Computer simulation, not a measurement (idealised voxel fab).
process module | voxel self aligned vias
Square cells of 5 nm make up the cross-section cut, whose width is 245 nm.
Square cells in a grid make up a cross-section in this document, and the grid is given as bands, listed from the top down, each one or more rows of cells. This entry defines a band. It first specifies the height of the band's top and the height of its bottom in nm, and then specifies the band's materials from left to right, stating each material with its width in nm. The word "all across" identifies a single material that fills the band from edge to edge, while the word "air" identifies empty space. Height is counted from the level 0, under which the received wafer is composed throughout of one material. The lowest of the bands is not closed at the bottom but continues downward, in the notation "top 0, no bottom". With a width like "30 to 40", each row of cells in the band differs from the next by the same amount, the top row carrying the first number and the bottom row the second. You'll sometimes find "remained the same" written for a step, and that's the way of saying that nowhere in the cross-section did a cell change during that step. In "Catalogued sealed voids" the enclosed voids are listed, meaning empty spaces of 8 cells or larger without any opening to the top. The form is width x height at distance, distance from the left edge, units nm. Read whatever lies past the settings on a step's line as the simulator's own remark about the step. The optional step-line setting "overlay nm" applies to steps with a mask and quantifies how far to the right of its planned location the mask lay, a negative value indicating leftward placement.

Set out below are the planned steps of the process
| 1 | op RECEIVE | material Si |
| 2 | op CONFORMAL_DEP | material SiO2 | thk nm 10 |
| 3 | op CONFORMAL_DEP | material SiCN | thk nm 5 |
| 4 | op DIRECTIONAL_DEP | material lowk | thk nm 25 |
| 5 | op MASKED_ETCH | tone open | mask id LINES | width nm 25 | pitch nm 60 | etch materials lowk | depth nm 25 | overlay nm -15 |
| 6 | op CONFORMAL_DEP | material TiN | thk nm 5 |
| 7 | op FILL_DEP | material W | thk nm 5 |
| 8 | op CMP | height nm 40 |
| 9 | op SELECTIVE_ETCH | etch materials W Ru TiN | depth nm 10 |
| 10 | op FILL_DEP | material SiN | thk nm 5 |
| 11 | op CMP | height nm 40 |
| 12 | op DIRECTIONAL_DEP | material lowk | thk nm 20 |
| 13 | op PATTERN | tone open | mask id VIAS | material resist | width nm 45 | pitch nm 60 | thk nm 20 | overlay nm 0 |
| 14 | op DIRECTIONAL_ETCH | etch materials lowk | depth nm 20 |
| 15 | op DIRECTIONAL_ETCH | etch materials SiN | depth nm 10 |
| 16 | op STRIP | etch materials resist |
| 17 | op CONFORMAL_DEP | material TiN | thk nm 5 |
| 18 | op FILL_DEP | material Ru | thk nm 5 |
| 19 | op CMP | height nm 60 |
| 20 | op CONFORMAL_DEP | material SiN | thk nm 5 |
For clarity, it should be stated that the wafers under discussion commence in an identical condition and differ with respect to the overlay nm of step 5, the plan indicating the value that the first wafer had.

Cut through the first of several wafers as received, post step 1
- top 0, no bottom = Si all across
- Catalogued sealed voids: none

Cross-section after step 20, the final step of the module, for the first of several wafers
- top 65, bottom 60 = SiN all across
- top 60, bottom 45 = lowk 70 nm; TiN 5 nm; Ru 35 nm; TiN 5 nm; lowk 15 nm; TiN 5 nm; Ru 35 nm; TiN 5 nm; lowk 70 nm
- top 45, bottom 40 = lowk 70 nm; TiN 5 nm; Ru 10 nm; TiN 30 nm; lowk 15 nm; TiN 5 nm; Ru 10 nm; TiN 30 nm; lowk 70 nm
- top 40, bottom 35 = lowk 65 nm; SiN 5 nm; TiN 5 nm; Ru 10 nm; TiN 5 nm; lowk 35 nm; SiN 5 nm; TiN 5 nm; Ru 10 nm; TiN 5 nm; lowk 95 nm
- top 35, bottom 30 = lowk 65 nm; SiN 5 nm; TiN 20 nm; lowk 35 nm; SiN 5 nm; TiN 20 nm; lowk 95 nm
- top 30, bottom 20 = lowk 65 nm; TiN 5 nm; W 15 nm; TiN 5 nm; lowk 35 nm; TiN 5 nm; W 15 nm; TiN 5 nm; lowk 95 nm
- top 20, bottom 15 = lowk 65 nm; TiN 25 nm; lowk 35 nm; TiN 25 nm; lowk 95 nm
- top 15, bottom 10 = SiCN all across
- top 10, bottom 0 = SiO2 all across
- top 0, no bottom = Si all across
- Catalogued sealed voids: none

Cross-section, module end, final of several wafers
- top 65, bottom 60 = SiN all across
- top 60, bottom 45 = lowk 70 nm; TiN 5 nm; Ru 35 nm; TiN 5 nm; lowk 15 nm; TiN 5 nm; Ru 35 nm; TiN 5 nm; lowk 70 nm
- top 45, bottom 40 = lowk 70 nm; TiN 30 nm; Ru 10 nm; TiN 5 nm; lowk 15 nm; TiN 30 nm; Ru 10 nm; TiN 5 nm; lowk 70 nm
- top 40, bottom 35 = lowk 95 nm; TiN 5 nm; Ru 10 nm; TiN 5 nm; SiN 5 nm; lowk 35 nm; TiN 5 nm; Ru 10 nm; TiN 5 nm; SiN 5 nm; lowk 65 nm
- top 35, bottom 30 = lowk 95 nm; TiN 20 nm; SiN 5 nm; lowk 35 nm; TiN 20 nm; SiN 5 nm; lowk 65 nm
- top 30, bottom 20 = lowk 95 nm; TiN 5 nm; W 15 nm; TiN 5 nm; lowk 35 nm; TiN 5 nm; W 15 nm; TiN 5 nm; lowk 65 nm
- top 20, bottom 15 = lowk 95 nm; TiN 25 nm; lowk 35 nm; TiN 25 nm; lowk 65 nm
- top 15, bottom 10 = SiCN all across
- top 10, bottom 0 = SiO2 all across
- top 0, no bottom = Si all across
- Catalogued sealed voids: none

Heads up, this table goes wafer by wafer. A row tells you, at the end of the module, how many cells of each material that wafer has put on (+) or dropped (-) since it was received, and then its closed voids
overlay nm -15 | +50 Ru | +49 SiCN | +53 SiN | +98 SiO2 | +56 TiN | +12 W | +319 lowk | Catalogued sealed voids: none
overlay nm -10 | +54 Ru | +49 SiCN | +49 SiN | +98 SiO2 | +56 TiN | +12 W | +319 lowk | Catalogued sealed voids: none
overlay nm -5 | +54 Ru | +49 SiCN | +49 SiN | +98 SiO2 | +56 TiN | +12 W | +319 lowk | Catalogued sealed voids: none
overlay nm 0 | +54 Ru | +49 SiCN | +49 SiN | +98 SiO2 | +56 TiN | +12 W | +319 lowk | Catalogued sealed voids: none
overlay nm 5 | +54 Ru | +49 SiCN | +49 SiN | +98 SiO2 | +56 TiN | +12 W | +319 lowk | Catalogued sealed voids: none
overlay nm 10 | +54 Ru | +49 SiCN | +49 SiN | +98 SiO2 | +56 TiN | +12 W | +319 lowk | Catalogued sealed voids: none
overlay nm 15 | +50 Ru | +49 SiCN | +53 SiN | +98 SiO2 | +56 TiN | +12 W | +319 lowk | Catalogued sealed voids: none
